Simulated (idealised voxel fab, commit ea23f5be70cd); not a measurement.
Herein follows the process module entitled voxel capacitor over wiring.
205 nm wide, 5 nm square cells: that's cross-section cut.
A cross-section is written here as square cells arranged in a grid, and it is given in bands from the top down, each band taking up one or more rows of cells.
Top, bottom (nm), then materials left to right with widths (nm); lone material tagged "edge to edge" fills the whole band edge to edge; "empty" = empty space.
A quick word on heights: they are counted from 0, and under that level the wafer as it came to us is one material throughout. The lowest band is different from the rest in having no bottom; it simply continues downward, written as in "0 down".
You'd read "30 to 40" like this: the band's top row of cells is as wide as the first number, its bottom row is as wide as the second, and going down, every row changes width by the same amount as the row before did.
The designation "stayed the same", where it is given for a processing step, indicates that no cell of the cross-section was altered in the course of that step.
Listed in "Closed internal cavities": every empty space of 8 or more cells without an open way to the top. Form: width x height at distance, the distance being from the left edge, all in nm.
Text after the settings on a step's line: the simulator's own remark on that step.
The setting "overlay nm" may be written on the line of a step. When the step uses a mask, the value reports how far to the right of the planned place the mask lay, and a negative value reports that it lay to the left.

### The planned process steps are enumerated hereunder
1) RECEIVE, material Si
2) CONFORMAL_DEP, material SiO2, thk nm 15
3) DIRECTIONAL_DEP, material TiN, thk nm 5
4) DIRECTIONAL_DEP, material Ru, thk nm 20
5) PATTERN, tone cover, mask id METAL_1, material resist, width nm 25, pitch nm 90, thk nm 20, overlay nm 0
6) DIRECTIONAL_ETCH, etch materials Ru, depth nm 20
7) DIRECTIONAL_ETCH, etch materials TiN, depth nm 5
8) STRIP, etch materials resist
9) CONFORMAL_DEP, material SiCN, thk nm 5
10) FILL_DEP, material lowk, thk nm 5
11) CMP, height nm 40
12) CONFORMAL_DEP, material SiCN, thk nm 5
13) DIRECTIONAL_DEP, material SiO2, thk nm 10
14) PATTERN, tone open, mask id PLUG_1, material resist, width nm 15, thk nm 20, overlay nm 0
15) DIRECTIONAL_ETCH, etch materials SiO2, depth nm 10
16) DIRECTIONAL_ETCH, etch materials SiCN, depth nm 5
17) STRIP, etch materials resist
18) EPI, material Ru, thk nm 10
19) EPI, material Ru, thk nm 5
20) DIRECTIONAL_DEP, material TiN, thk nm 10
21) DIRECTIONAL_DEP, material Al2O3, thk nm 5
22) DIRECTIONAL_DEP, material TiN, thk nm 10
23) PATTERN, tone cover, mask id UPPER_PLATE, material resist, width nm 70, thk nm 15, overlay nm 0
24) DIRECTIONAL_ETCH, etch materials TiN, depth nm 10
25) DIRECTIONAL_ETCH, etch materials Al2O3, depth nm 5
26) STRIP, etch materials resist
27) PATTERN, tone cover, mask id LOWER_PLATE, material resist, width nm 80, thk nm 20, overlay nm 0
28) DIRECTIONAL_ETCH, etch materials TiN, depth nm 10
29) STRIP, etch materials resist
30) FILL_DEP, material SiO2, thk nm 20
31) CMP, height nm 95
32) DIRECTIONAL_DEP, material aC, thk nm 15
33) PATTERN, tone open, mask id PLUG_2, material resist, width nm 15, thk nm 30, overlay nm 0
34) DIRECTIONAL_ETCH, etch materials aC, depth nm 15
35) STRIP, etch materials resist
36) DIRECTIONAL_ETCH, etch materials SiO2, depth nm 15
37) STRIP, etch materials aC
38) CONFORMAL_DEP, material TiN, thk nm 5
39) FILL_DEP, material W, thk nm 10
40) CMP, height nm 95
41) CONFORMAL_DEP, material SiCN, thk nm 5
The plan's step 33 width nm is the first wafer's value; the wafers differ in this setting and start identical.

### After step 1, as received: first of several wafers, cross-section
    0 down: Si edge to edge
    Closed internal cavities: none

### each wafer at the end: cells of each material gained (+) or lost (-) since it was received, then its closed voids
width nm 15, +14 Al2O3, +49 Ru, +126 SiCN, +444 SiO2, +77 TiN, +2 W, +108 lowk, Closed internal cavities: none
width nm 20, +14 Al2O3, +49 Ru, +126 SiCN, +441 SiO2, +78 TiN, +4 W, +108 lowk, Closed internal cavities: none
width nm 25, +14 Al2O3, +49 Ru, +126 SiCN, +438 SiO2, +79 TiN, +6 W, +108 lowk, Closed internal cavities: none
width nm 30, +14 Al2O3, +49 Ru, +126 SiCN, +435 SiO2, +80 TiN, +8 W, +108 lowk, Closed internal cavities: none
